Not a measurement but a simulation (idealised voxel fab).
Documented hereafter: the process module known as voxel spacer lines.
Cross-sectional view cut (width: 235 nm; square cell size: 5 nm).
Cross-sections here: square-cell grids, written as top-down lists of bands, a band being one or more rows of cells.
Look at the band entry: it leads with the top's height and the bottom's height in nm. Then it lists the materials left to right, with a width in nm for each. The word "all across" on a single material says that material fills the band edge to edge. The word "blank" is empty space.
Heights are measured from 0, the level below which the as-received wafer is all one material; the lowest band has no bottom and continues downward, written as in "0 -> down".
A width given as "30 to 40" starts at the first number in the band's top row and ends at the second number in its bottom row, shifting by an equal amount at every step from row to row.
Any step labelled "stayed the same" changed none of the cells in the cross-section.
Empty spaces without an open route to the top, at least 8 cells in extent, make up the entry "Sealed void inventory"; each is given as width x height at distance, where the distance is measured from the left edge, and all are in nm.
That trailing text on a step's line, after the settings, is the simulator's own remark on the step.
On any step carrying a mask, the "overlay nm" setting, if present on the step's line, tells how far right of its planned place the mask lay; negative values point to the left.

List of planned process steps
1: op RECEIVE | material Si
2: op CONFORMAL_DEP | material Al2O3 | thk nm 5
3: op DIRECTIONAL_DEP | material W | thk nm 10
4: op DIRECTIONAL_DEP | material aC | thk nm 25
5: op PATTERN | tone cover | mask id MANDREL | material resist | width nm 15 | pitch nm 60 | thk nm 35 | overlay nm 0
6: op DIRECTIONAL_ETCH | etch materials aC | depth nm 25
7: op STRIP | etch materials resist
8: op CONFORMAL_DEP | material SiO2 | thk nm 15
9: op DIRECTIONAL_ETCH | etch materials SiO2 | depth nm 15
10: op STRIP | etch materials aC
11: op DIRECTIONAL_ETCH | etch materials W | depth nm 10
12: op STRIP | etch materials SiO2
13: op FILL_DEP | material lowk | thk nm 10
14: op CMP | height nm 15

As-received wafer cross-section (after step 1)
* 0 -> down  Si all across
* Sealed void inventory: none

Post-module cross-section: identical start and plan to those above, one misstep in execution
* 15 -> 5  45 of lowk, then 15 of W, then 15 of lowk, then 15 of W, then 15 of lowk, then 15 of W, then 15 of lowk, then 15 of W, then 15 of lowk, then 15 of W, then 15 of lowk, then 15 of W, then 25 of lowk
* 5 -> 0  Al2O3 all across
* 0 -> down  Si all across
* Sealed void inventory: none
What was done differently from what was planned? so step 5 ended up running with a different setting than we planned, it ran as op PATTERN | tone cover | mask id MANDREL | material resist | width nm 15 | pitch nm 60 | thk nm 35 | overlay nm 10
